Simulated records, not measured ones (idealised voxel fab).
Name of the process module below: voxel wiring stack
Section cut is 255 nm wide and gridded with 5 nm square cells.
Format of a cross-section: grid, square cells. Given as bands. Order: top down. Band: one or more rows of cells. Band: top and bottom heights (nm) first, top before bottom; then materials from left to right, widths in nm. "everywhere" marks a sole material filling the band edge to edge. "blank" denotes empty space. Heads up on the height convention: 0 is the point under which the incoming wafer is all one material, and the lowest band has no bottom, it just keeps going down, like "0 -> down". The two numbers in a width such as "30..40" mark its ends across the band: the first belongs to the top row of cells, the second to the bottom row, and from each row to the next the width moves by the same amount. Where the words "everything unchanged" appear for a step, the cross-section shows no cell changed by that step; every cell remained as before. Under "Fully sealed voids" you'll find the enclosed gaps, the ones with no way out to the top, that are 8 cells or bigger; each reads width x height at distance, with distance counted from the left edge, everything in nm. If you see something after the settings on a step's line, that's the simulator's own remark about that step. The line of a step may include "overlay nm". On a step with a mask, this value is how far to the right of its planned place the mask lay. A negative value means the mask lay to the left.

### Here's what the planned process steps look like
1) RECEIVE | material Si
2) CONFORMAL_DEP | material SiO2 | thk nm 15
3) DIRECTIONAL_DEP | material TiN | thk nm 5
4) DIRECTIONAL_DEP | material Ru | thk nm 25
5) MASKED_ETCH | tone cover | mask id METAL_1 | width nm 25 | pitch nm 40 | etch materials Ru | depth nm 25 | overlay nm 0
6) MASKED_ETCH | tone cover | mask id METAL_1 | width nm 25 | pitch nm 40 | etch materials TiN | depth nm 5 | overlay nm 0
7) FILL_DEP | material SiO2 | thk nm 10
8) CMP | height nm 45
9) CONFORMAL_DEP | material SiCN | thk nm 5
10) DIRECTIONAL_DEP | material lowk | thk nm 15
11) PATTERN | tone open | mask id PLUG_1 | material resist | width nm 15 | pitch nm 40 | thk nm 15 | overlay nm 0
12) DIRECTIONAL_ETCH | etch materials lowk | depth nm 15
13) DIRECTIONAL_ETCH | etch materials SiCN | depth nm 5
14) STRIP | etch materials resist
15) EPI | material Ru | thk nm 10
16) EPI | material Ru | thk nm 10
17) DIRECTIONAL_DEP | material TiN | thk nm 5
18) DIRECTIONAL_DEP | material Ru | thk nm 20
19) PATTERN | tone cover | mask id METAL_2 | material resist | width nm 25 | pitch nm 40 | thk nm 20 | overlay nm 0
20) DIRECTIONAL_ETCH | etch materials Ru | depth nm 20
21) DIRECTIONAL_ETCH | etch materials TiN | depth nm 5
22) STRIP | etch materials resist
23) FILL_DEP | material lowk | thk nm 10
24) CMP | height nm 90
25) CONFORMAL_DEP | material SiN | thk nm 5

### The first of a set of two wafers, run to plan

### Incoming wafer in cross-section (state: after step 1)
- 0 -> down: Si everywhere
- Fully sealed voids: none

### The wafer in cross-section once step 2 is complete
- 15 -> 0: SiO2 everywhere
- No changes below 0.

### The wafer in cross-section once step 3 is complete
- 20 -> 15: TiN everywhere
- No changes below 15.

### The wafer in cross-section once step 4 is complete
- 45 -> 20: Ru everywhere
- No changes below 20.

### The wafer in cross-section once step 5 is complete
- 45 -> 20: blank (95) | Ru (25) | blank (15) | Ru (25) | blank (95)
- No changes below 20.

### The wafer in cross-section once step 6 is complete
- 45 -> 20: blank (95) | Ru (25) | blank (15) | Ru (25) | blank (95)
- 20 -> 15: blank (95) | TiN (25) | blank (15) | TiN (25) | blank (95)
- No changes below 15.

### The wafer in cross-section once step 7 is complete
- 55 -> 45: SiO2 everywhere
- 45 -> 20: SiO2 (95) | Ru (25) | SiO2 (15) | Ru (25) | SiO2 (95)
- 20 -> 15: SiO2 (95) | TiN (25) | SiO2 (15) | TiN (25) | SiO2 (95)
- No changes below 15.

### The wafer in cross-section once step 8 is complete
- 45 -> 20: SiO2 (95) | Ru (25) | SiO2 (15) | Ru (25) | SiO2 (95)
- No changes below 20.

### The wafer in cross-section once step 9 is complete
- 50 -> 45: SiCN everywhere
- No changes below 45.

### The wafer in cross-section once step 10 is complete
- 65 -> 50: lowk everywhere
- No changes below 50.

### The wafer in cross-section once step 11 is complete
- 80 -> 65: resist (95) | blank (15) | resist (25) | blank (15) | resist (105)
- No changes below 65.

### The wafer in cross-section once step 12 is complete
- 80 -> 65: resist (95) | blank (15) | resist (25) | blank (15) | resist (105)
- 65 -> 50: lowk (95) | blank (15) | lowk (25) | blank (15) | lowk (105)
- No changes below 50.

### The wafer in cross-section once step 13 is complete
- 80 -> 65: resist (95) | blank (15) | resist (25) | blank (15) | resist (105)
- 65 -> 50: lowk (95) | blank (15) | lowk (25) | blank (15) | lowk (105)
- 50 -> 45: SiCN (95) | blank (15) | SiCN (25) | blank (15) | SiCN (105)
- No changes below 45.

### The wafer in cross-section once step 14 is complete
- 65 -> 50: lowk (95) | blank (15) | lowk (25) | blank (15) | lowk (105)
- No changes below 50.

### The wafer in cross-section once step 15 is complete
- 65 -> 55: lowk (95) | blank (15) | lowk (25) | blank (15) | lowk (105)
- 55 -> 50: lowk (95) | Ru (15) | lowk (25) | Ru (15) | lowk (105)
- 50 -> 45: SiCN (95) | Ru (15) | SiCN (25) | Ru (15) | SiCN (105)
- No changes below 45.

### The wafer in cross-section once step 16 is complete
- 65 -> 50: lowk (95) | Ru (15) | lowk (25) | Ru (15) | lowk (105)
- No changes below 50.

### The wafer in cross-section once step 17 is complete
- 70 -> 65: TiN everywhere
- No changes below 65.

### The wafer in cross-section once step 18 is complete
- 90 -> 70: Ru everywhere
- No changes below 70.

### The wafer in cross-section once step 19 is complete
- 110 -> 90: blank (95) | resist (25) | blank (15) | resist (25) | blank (95)
- No changes below 90.

### The wafer in cross-section once step 20 is complete
- 110 -> 90: blank (95) | resist (25) | blank (15) | resist (25) | blank (95)
- 90 -> 70: blank (95) | Ru (25) | blank (15) | Ru (25) | blank (95)
- No changes below 70.

### The wafer in cross-section once step 21 is complete
- 110 -> 90: blank (95) | resist (25) | blank (15) | resist (25) | blank (95)
- 90 -> 70: blank (95) | Ru (25) | blank (15) | Ru (25) | blank (95)
- 70 -> 65: blank (95) | TiN (25) | blank (15) | TiN (25) | blank (95)
- No changes below 65.

### The wafer in cross-section once step 22 is complete
- 90 -> 70: blank (95) | Ru (25) | blank (15) | Ru (25) | blank (95)
- No changes below 70.

### The wafer in cross-section once step 23 is complete
- 100 -> 90: lowk everywhere
- 90 -> 70: lowk (95) | Ru (25) | lowk (15) | Ru (25) | lowk (95)
- 70 -> 65: lowk (95) | TiN (25) | lowk (15) | TiN (25) | lowk (95)
- No changes below 65.

### The wafer in cross-section once step 24 is complete
- 90 -> 70: lowk (95) | Ru (25) | lowk (15) | Ru (25) | lowk (95)
- No changes below 70.

### The wafer in cross-section once step 25 is complete
- 95 -> 90: SiN everywhere
- No changes below 90.

### Wafer two. Identical start, identical plan. One mistake in execution. Identical history through step 3

### Second wafer, section view, time point: scheduled end of step 4
- 40 -> 20: Ru everywhere
- No changes below 20.

### Second wafer, section view, time point: scheduled end of step 5
- 40 -> 20: blank (95) | Ru (25) | blank (15) | Ru (25) | blank (95)
- No changes below 20.

### Second wafer, section view, time point: scheduled end of step 6
- 40 -> 20: blank (95) | Ru (25) | blank (15) | Ru (25) | blank (95)
- 20 -> 15: blank (95) | TiN (25) | blank (15) | TiN (25) | blank (95)
- No changes below 15.

### Second wafer, section view, time point: scheduled end of step 7
- 50 -> 40: SiO2 everywhere
- 40 -> 20: SiO2 (95) | Ru (25) | SiO2 (15) | Ru (25) | SiO2 (95)
- 20 -> 15: SiO2 (95) | TiN (25) | SiO2 (15) | TiN (25) | SiO2 (95)
- No changes below 15.

### Second wafer, section view, time point: scheduled end of step 8
- 45 -> 40: SiO2 everywhere
- No changes below 40.

### Second wafer, section view, time point: scheduled end of step 9
- 50 -> 45: SiCN everywhere
- No changes below 45.

### Second wafer, section view, time point: scheduled end of step 10
- 65 -> 50: lowk everywhere
- No changes below 50.

### Second wafer, section view, time point: scheduled end of step 11
- 80 -> 65: resist (95) | blank (15) | resist (25) | blank (15) | resist (105)
- No changes below 65.

### Second wafer, section view, time point: scheduled end of step 12
- 80 -> 65: resist (95) | blank (15) | resist (25) | blank (15) | resist (105)
- 65 -> 50: lowk (95) | blank (15) | lowk (25) | blank (15) | lowk (105)
- No changes below 50.

### Second wafer, section view, time point: scheduled end of step 13
- 80 -> 65: resist (95) | blank (15) | resist (25) | blank (15) | resist (105)
- 65 -> 50: lowk (95) | blank (15) | lowk (25) | blank (15) | lowk (105)
- 50 -> 45: SiCN (95) | blank (15) | SiCN (25) | blank (15) | SiCN (105)
- No changes below 45.

### Second wafer, section view, time point: scheduled end of step 14
- 65 -> 50: lowk (95) | blank (15) | lowk (25) | blank (15) | lowk (105)
- No changes below 50.

Second wafer, section view, time point: scheduled end of step 15: everything unchanged

Second wafer, section view, time point: scheduled end of step 16: everything unchanged

### Second wafer, section view, time point: scheduled end of step 17
- 70 -> 65: TiN (95) | blank (15) | TiN (25) | blank (15) | TiN (105)
- 65 -> 50: lowk (95) | blank (15) | lowk (25) | blank (15) | lowk (105)
- 50 -> 45: SiCN (95) | TiN (15) | SiCN (25) | TiN (15) | SiCN (105)
- No changes below 45.

### Second wafer, section view, time point: scheduled end of step 18
- 90 -> 70: Ru (95) | blank (15) | Ru (25) | blank (15) | Ru (105)
- 70 -> 65: TiN (95) | Ru (15) | TiN (25) | Ru (15) | TiN (105)
- 65 -> 50: lowk (95) | Ru (15) | lowk (25) | Ru (15) | lowk (105)
- No changes below 50.

### Second wafer, section view, time point: scheduled end of step 19
- 110 -> 90: blank (95) | resist (25) | blank (15) | resist (25) | blank (95)
- 90 -> 70: Ru (95) | resist (15) | Ru (25) | resist (15) | Ru (105)
- No changes below 70.

### Second wafer, section view, time point: scheduled end of step 20
- 110 -> 90: blank (95) | resist (25) | blank (15) | resist (25) | blank (95)
- 90 -> 70: blank (95) | resist (15) | Ru (10) | blank (15) | resist (15) | Ru (10) | blank (95)
- No changes below 70.

### Second wafer, section view, time point: scheduled end of step 21
- 110 -> 90: blank (95) | resist (25) | blank (15) | resist (25) | blank (95)
- 90 -> 70: blank (95) | resist (15) | Ru (10) | blank (15) | resist (15) | Ru (10) | blank (95)
- 70 -> 65: blank (95) | Ru (15) | TiN (10) | blank (15) | Ru (15) | TiN (10) | blank (95)
- No changes below 65.

### Second wafer, section view, time point: scheduled end of step 22
- 90 -> 70: blank (110) | Ru (10) | blank (30) | Ru (10) | blank (95)
- No changes below 70.

### Second wafer, section view, time point: scheduled end of step 23
- 100 -> 90: lowk everywhere
- 90 -> 70: lowk (110) | Ru (10) | lowk (30) | Ru (10) | lowk (95)
- 70 -> 65: lowk (95) | Ru (15) | TiN (10) | lowk (15) | Ru (15) | TiN (10) | lowk (95)
- No changes below 65.

### Second wafer, section view, time point: scheduled end of step 24
- 90 -> 70: lowk (110) | Ru (10) | lowk (30) | Ru (10) | lowk (95)
- No changes below 70.

### Second wafer, section view, time point: scheduled end of step 25
- 95 -> 90: SiN everywhere
- No changes below 90.
What was the processing mistake? planned and actual differ for step 4; actual: DIRECTIONAL_DEP | material Ru | thk nm 20
Materials where the second wafer ends with more or fewer cells than the first: -34 Ru, +10 SiO2, +24 lowk
